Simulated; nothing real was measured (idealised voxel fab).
process module | voxel gate over fins
cross-section cut | 165 nm wide | cells 5 nm
A cross-section is a grid of square cells, given in bands from the top down. A band is one or more rows of cells.
Each band's line starts with the height of the band's top and of its bottom, in nm. Then come its materials from left to right, each with its width in nm. One material with "throughout" fills the band from edge to edge. "air" is empty space.
Height 0 is the level under which the wafer as received is all one material. The lowest band goes on downwards, as in "0 down".
A width such as "30 to 40" changes by the same amount from each row of cells to the next, from the band's top row to its bottom row.
"no change" after a step means that no cell of the cross-section changed.
closed voids: empty space of 8 cells or more with no open way to the top, each as width x height at its distance from the left edge, in nm
after a step's settings: what the simulator itself notes on the step
overlay nm, on a step with a mask: how far to the right of its planned place the mask lay; to the left if negative
plan
1 op RECEIVE | material Si
2 op CONFORMAL_DEP | material SiN | thk nm 10
3 op PATTERN | tone cover | mask id FINS | material resist | width nm 15 | pitch nm 60 | thk nm 20 | overlay nm 0
4 op DIRECTIONAL_ETCH | etch materials SiN | depth nm 10
5 op DIRECTIONAL_ETCH | etch materials Si | depth nm 30
6 op STRIP | etch materials resist
7 op FILL_DEP | material SiO2 | thk nm 10
8 op CMP | height nm 10
9 op DIRECTIONAL_DEP | material aC | thk nm 15
10 op PATTERN | tone open | mask id RAIL | material resist | width nm 15 | thk nm 30 | overlay nm 0
11 op DIRECTIONAL_ETCH | etch materials aC | depth nm 15
12 op STRIP | etch materials resist
13 op DIRECTIONAL_ETCH | etch materials SiO2 | depth nm 35
14 op STRIP | etch materials aC
15 op CONFORMAL_DEP | material TiN | thk nm 5
16 op FILL_DEP | material Ru | thk nm 10
17 op CMP | height nm 10
18 op SELECTIVE_ETCH | etch materials W Ru TiN | depth nm 30
19 op FILL_DEP | material SiO2 | thk nm 5
20 op CMP | height nm 10
21 op SELECTIVE_ETCH | etch materials SiO2 | depth nm 20
22 op STRIP | etch materials SiN
23 op CONFORMAL_DEP | material HfO2 | thk nm 5
24 op CONFORMAL_DEP | material TiN | thk nm 5
25 op FILL_DEP | material W | thk nm 10
26 op CMP | height nm 15
27 op CONFORMAL_DEP | material SiCN | thk nm 5
first wafer, as planned
as received, after step 1
  0 down: Si throughout
  closed voids: none
after step 2
  10 to 0: SiN throughout
  below 0: unchanged
after step 3
  30 to 10: air 45 | resist 15 | air 45 | resist 15 | air 45
  below 10: unchanged
after step 4
  30 to 10: air 45 | resist 15 | air 45 | resist 15 | air 45
  10 to 0: air 45 | SiN 15 | air 45 | SiN 15 | air 45
  below 0: unchanged
after step 5
  30 to 10: air 45 | resist 15 | air 45 | resist 15 | air 45
  10 to 0: air 45 | SiN 15 | air 45 | SiN 15 | air 45
  0 to -30: air 45 | Si 15 | air 45 | Si 15 | air 45
  below -30: unchanged
after step 6
  10 to 0: air 45 | SiN 15 | air 45 | SiN 15 | air 45
  below 0: unchanged
after step 7
  20 to 10: SiO2 throughout
  10 to 0: SiO2 45 | SiN 15 | SiO2 45 | SiN 15 | SiO2 45
  0 to -30: SiO2 45 | Si 15 | SiO2 45 | Si 15 | SiO2 45
  below -30: unchanged
after step 8
  10 to 0: SiO2 45 | SiN 15 | SiO2 45 | SiN 15 | SiO2 45
  below 0: unchanged
after step 9
  25 to 10: aC throughout
  below 10: unchanged
after step 10
  55 to 25: resist 75 | air 15 | resist 75
  below 25: unchanged
after step 11
  40 to 25: resist 75 | air 15 | resist 75
  25 to 10: aC 75 | air 15 | aC 75
  below 10: unchanged
after step 12
  25 to 10: aC 75 | air 15 | aC 75
  below 10: unchanged
after step 13
  25 to 10: aC 75 | air 15 | aC 75
  10 to 0: SiO2 45 | SiN 15 | SiO2 15 | air 15 | SiO2 15 | SiN 15 | SiO2 45
  0 to -25: SiO2 45 | Si 15 | SiO2 15 | air 15 | SiO2 15 | Si 15 | SiO2 45
  below -25: unchanged
after step 14
  10 to 0: SiO2 45 | SiN 15 | SiO2 15 | air 15 | SiO2 15 | SiN 15 | SiO2 45
  below 0: unchanged
after step 15
  15 to 10: TiN 80 | air 5 | TiN 80
  10 to 0: SiO2 45 | SiN 15 | SiO2 15 | TiN 5 | air 5 | TiN 5 | SiO2 15 | SiN 15 | SiO2 45
  0 to -20: SiO2 45 | Si 15 | SiO2 15 | TiN 5 | air 5 | TiN 5 | SiO2 15 | Si 15 | SiO2 45
  -20 to -25: SiO2 45 | Si 15 | SiO2 15 | TiN 15 | SiO2 15 | Si 15 | SiO2 45
  below -25: unchanged
after step 16
  25 to 15: Ru throughout
  15 to 10: TiN 80 | Ru 5 | TiN 80
  10 to 0: SiO2 45 | SiN 15 | SiO2 15 | TiN 5 | Ru 5 | TiN 5 | SiO2 15 | SiN 15 | SiO2 45
  0 to -20: SiO2 45 | Si 15 | SiO2 15 | TiN 5 | Ru 5 | TiN 5 | SiO2 15 | Si 15 | SiO2 45
  below -20: unchanged
after step 17
  10 to 0: SiO2 45 | SiN 15 | SiO2 15 | TiN 5 | Ru 5 | TiN 5 | SiO2 15 | SiN 15 | SiO2 45
  below 0: unchanged
after step 18
  10 to 0: SiO2 45 | SiN 15 | SiO2 15 | air 15 | SiO2 15 | SiN 15 | SiO2 45
  0 to -20: SiO2 45 | Si 15 | SiO2 15 | air 15 | SiO2 15 | Si 15 | SiO2 45
  below -20: unchanged
after step 19
  15 to 10: SiO2 throughout
  10 to 0: SiO2 45 | SiN 15 | SiO2 45 | SiN 15 | SiO2 45
  0 to -20: SiO2 45 | Si 15 | SiO2 45 | Si 15 | SiO2 45
  below -20: unchanged
after step 20
  10 to 0: SiO2 45 | SiN 15 | SiO2 45 | SiN 15 | SiO2 45
  below 0: unchanged
after step 21
  10 to 0: air 45 | SiN 15 | air 45 | SiN 15 | air 45
  0 to -10: air 45 | Si 15 | air 45 | Si 15 | air 45
  below -10: unchanged
after step 22
  0 to -10: air 45 | Si 15 | air 45 | Si 15 | air 45
  below -10: unchanged
after step 23
  5 to 0: air 40 | HfO2 25 | air 35 | HfO2 25 | air 40
  0 to -5: air 40 | HfO2 5 | Si 15 | HfO2 5 | air 35 | HfO2 5 | Si 15 | HfO2 5 | air 40
  -5 to -10: HfO2 45 | Si 15 | HfO2 45 | Si 15 | HfO2 45
  below -10: unchanged
after step 24
  10 to 5: air 35 | TiN 35 | air 25 | TiN 35 | air 35
  5 to 0: air 35 | TiN 5 | HfO2 25 | TiN 5 | air 25 | TiN 5 | HfO2 25 | TiN 5 | air 35
  0 to -5: TiN 40 | HfO2 5 | Si 15 | HfO2 5 | TiN 35 | HfO2 5 | Si 15 | HfO2 5 | TiN 40
  below -5: unchanged
after step 25
  20 to 10: W throughout
  10 to 5: W 35 | TiN 35 | W 25 | TiN 35 | W 35
  5 to 0: W 35 | TiN 5 | HfO2 25 | TiN 5 | W 25 | TiN 5 | HfO2 25 | TiN 5 | W 35
  below 0: unchanged
after step 26
  15 to 10: W throughout
  below 10: unchanged
after step 27
  20 to 15: SiCN throughout
  below 15: unchanged
second wafer: like start, like plan, one mistake. Through step 2 it matches the first wafer
when step 3 should have ended
  30 to 10: air 40 | resist 25 | air 35 | resist 25 | air 40
  below 10: unchanged
when step 4 should have ended
  30 to 10: air 40 | resist 25 | air 35 | resist 25 | air 40
  10 to 0: air 40 | SiN 25 | air 35 | SiN 25 | air 40
  below 0: unchanged
when step 5 should have ended
  30 to 10: air 40 | resist 25 | air 35 | resist 25 | air 40
  10 to 0: air 40 | SiN 25 | air 35 | SiN 25 | air 40
  0 to -30: air 40 | Si 25 | air 35 | Si 25 | air 40
  below -30: unchanged
when step 6 should have ended
  10 to 0: air 40 | SiN 25 | air 35 | SiN 25 | air 40
  below 0: unchanged
when step 7 should have ended
  20 to 10: SiO2 throughout
  10 to 0: SiO2 40 | SiN 25 | SiO2 35 | SiN 25 | SiO2 40
  0 to -30: SiO2 40 | Si 25 | SiO2 35 | Si 25 | SiO2 40
  below -30: unchanged
when step 8 should have ended
  10 to 0: SiO2 40 | SiN 25 | SiO2 35 | SiN 25 | SiO2 40
  below 0: unchanged
when step 9 should have ended
  25 to 10: aC throughout
  below 10: unchanged
when step 10 should have ended
  55 to 25: resist 75 | air 15 | resist 75
  below 25: unchanged
when step 11 should have ended
  40 to 25: resist 75 | air 15 | resist 75
  25 to 10: aC 75 | air 15 | aC 75
  below 10: unchanged
when step 12 should have ended
  25 to 10: aC 75 | air 15 | aC 75
  below 10: unchanged
when step 13 should have ended
  25 to 10: aC 75 | air 15 | aC 75
  10 to 0: SiO2 40 | SiN 25 | SiO2 10 | air 15 | SiO2 10 | SiN 25 | SiO2 40
  0 to -25: SiO2 40 | Si 25 | SiO2 10 | air 15 | SiO2 10 | Si 25 | SiO2 40
  below -25: unchanged
when step 14 should have ended
  10 to 0: SiO2 40 | SiN 25 | SiO2 10 | air 15 | SiO2 10 | SiN 25 | SiO2 40
  below 0: unchanged
when step 15 should have ended
  15 to 10: TiN 80 | air 5 | TiN 80
  10 to 0: SiO2 40 | SiN 25 | SiO2 10 | TiN 5 | air 5 | TiN 5 | SiO2 10 | SiN 25 | SiO2 40
  0 to -20: SiO2 40 | Si 25 | SiO2 10 | TiN 5 | air 5 | TiN 5 | SiO2 10 | Si 25 | SiO2 40
  -20 to -25: SiO2 40 | Si 25 | SiO2 10 | TiN 15 | SiO2 10 | Si 25 | SiO2 40
  below -25: unchanged
when step 16 should have ended
  25 to 15: Ru throughout
  15 to 10: TiN 80 | Ru 5 | TiN 80
  10 to 0: SiO2 40 | SiN 25 | SiO2 10 | TiN 5 | Ru 5 | TiN 5 | SiO2 10 | SiN 25 | SiO2 40
  0 to -20: SiO2 40 | Si 25 | SiO2 10 | TiN 5 | Ru 5 | TiN 5 | SiO2 10 | Si 25 | SiO2 40
  below -20: unchanged
when step 17 should have ended
  10 to 0: SiO2 40 | SiN 25 | SiO2 10 | TiN 5 | Ru 5 | TiN 5 | SiO2 10 | SiN 25 | SiO2 40
  below 0: unchanged
when step 18 should have ended
  10 to 0: SiO2 40 | SiN 25 | SiO2 10 | air 15 | SiO2 10 | SiN 25 | SiO2 40
  0 to -20: SiO2 40 | Si 25 | SiO2 10 | air 15 | SiO2 10 | Si 25 | SiO2 40
  below -20: unchanged
when step 19 should have ended
  15 to 10: SiO2 throughout
  10 to 0: SiO2 40 | SiN 25 | SiO2 35 | SiN 25 | SiO2 40
  0 to -20: SiO2 40 | Si 25 | SiO2 35 | Si 25 | SiO2 40
  below -20: unchanged
when step 20 should have ended
  10 to 0: SiO2 40 | SiN 25 | SiO2 35 | SiN 25 | SiO2 40
  below 0: unchanged
when step 21 should have ended
  10 to 0: air 40 | SiN 25 | air 35 | SiN 25 | air 40
  0 to -10: air 40 | Si 25 | air 35 | Si 25 | air 40
  below -10: unchanged
when step 22 should have ended
  0 to -10: air 40 | Si 25 | air 35 | Si 25 | air 40
  below -10: unchanged
when step 23 should have ended
  5 to 0: air 35 | HfO2 35 | air 25 | HfO2 35 | air 35
  0 to -5: air 35 | HfO2 5 | Si 25 | HfO2 5 | air 25 | HfO2 5 | Si 25 | HfO2 5 | air 35
  -5 to -10: HfO2 40 | Si 25 | HfO2 35 | Si 25 | HfO2 40
  below -10: unchanged
when step 24 should have ended
  10 to 5: air 30 | TiN 45 | air 15 | TiN 45 | air 30
  5 to 0: air 30 | TiN 5 | HfO2 35 | TiN 5 | air 15 | TiN 5 | HfO2 35 | TiN 5 | air 30
  0 to -5: TiN 35 | HfO2 5 | Si 25 | HfO2 5 | TiN 25 | HfO2 5 | Si 25 | HfO2 5 | TiN 35
  below -5: unchanged
when step 25 should have ended
  20 to 10: W throughout
  10 to 5: W 30 | TiN 45 | W 15 | TiN 45 | W 30
  5 to 0: W 30 | TiN 5 | HfO2 35 | TiN 5 | W 15 | TiN 5 | HfO2 35 | TiN 5 | W 30
  below 0: unchanged
when step 26 should have ended
  15 to 10: W throughout
  below 10: unchanged
when step 27 should have ended
  20 to 15: SiCN throughout
  below 15: unchanged
what went wrong: step 3 ran as: op PATTERN | tone cover | mask id FINS | material resist | width nm 25 | pitch nm 60 | thk nm 20 | overlay nm 0
at the end the second wafer has, in cells: 24 more of Si | 16 fewer of SiO2 | 8 fewer of W
